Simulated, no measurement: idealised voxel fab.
process module | voxel ribs on slabs
cross-section cut | 225 nm wide | cells 5 nm
A cross-section is a grid of square cells, given in bands from the top down. A band is one or more rows of cells.
Each band's line starts with the height of the band's top and of its bottom, in nm. Then come its materials from left to right, each with its width in nm. One material with "throughout" fills the band from edge to edge. "air" is empty space.
Height 0 is the level under which the wafer as received is all one material. The lowest band goes on downwards, as in "0 down".
A width such as "30 to 40" changes by the same amount from each row of cells to the next, from the band's top row to its bottom row.
"no change" after a step means that no cell of the cross-section changed.
closed voids: empty space of 8 cells or more with no open way to the top, each as width x height at its distance from the left edge, in nm
after a step's settings: what the simulator itself notes on the step
overlay nm, on a step with a mask: how far to the right of its planned place the mask lay; to the left if negative
plan
1 op RECEIVE | material Si
2 op DIRECTIONAL_DEP | material SiO2 | thk nm 25
3 op DIRECTIONAL_DEP | material SiN | thk nm 15
4 op DIRECTIONAL_DEP | material aC | thk nm 15
5 op PATTERN | tone cover | mask id RIB | material resist | width nm 15 | thk nm 35 | overlay nm 0
6 op DIRECTIONAL_ETCH | etch materials aC | depth nm 15
7 op STRIP | etch materials resist
8 op DIRECTIONAL_ETCH | etch materials SiN | depth nm 10
9 op STRIP | etch materials aC
10 op MASKED_ETCH | tone cover | mask id SLAB | width nm 55 | etch materials SiN | depth nm 5 | overlay nm 0
11 op FILL_DEP | material SiO2 | thk nm 20
12 op CMP | height nm 55
13 op DIRECTIONAL_DEP | material TiN | thk nm 5
14 op PATTERN | tone cover | mask id HEATER | material resist | width nm 25 | thk nm 20 | overlay nm 0
15 op DIRECTIONAL_ETCH | etch materials TiN | depth nm 5
16 op STRIP | etch materials resist
17 op CONFORMAL_DEP | material SiN | thk nm 10
as received, after step 1
  0 down: Si throughout
  closed voids: none
first wafer at the end, as planned
  70 to 65: air 90 | SiN 45 | air 90
  65 to 60: SiN throughout
  60 to 55: SiN 100 | TiN 25 | SiN 100
  55 to 40: SiO2 throughout
  40 to 30: SiO2 105 | SiN 15 | SiO2 105
  30 to 25: SiO2 85 | SiN 55 | SiO2 85
  25 to 0: SiO2 throughout
  0 down: Si throughout
  closed voids: none
second wafer at the end: like start, like plan, one mistake
  70 to 65: air 90 | SiN 45 | air 90
  65 to 60: SiN throughout
  60 to 55: SiN 100 | TiN 25 | SiN 100
  55 to 50: SiO2 throughout
  50 to 40: SiO2 105 | SiN 15 | SiO2 105
  40 to 35: SiO2 85 | SiN 55 | SiO2 85
  35 to 0: SiO2 throughout
  0 down: Si throughout
  closed voids: none
what went wrong: step 2 ran as: op DIRECTIONAL_DEP | material SiO2 | thk nm 35
at the end the second wafer has, in cells: as many of each material as the first, in other places
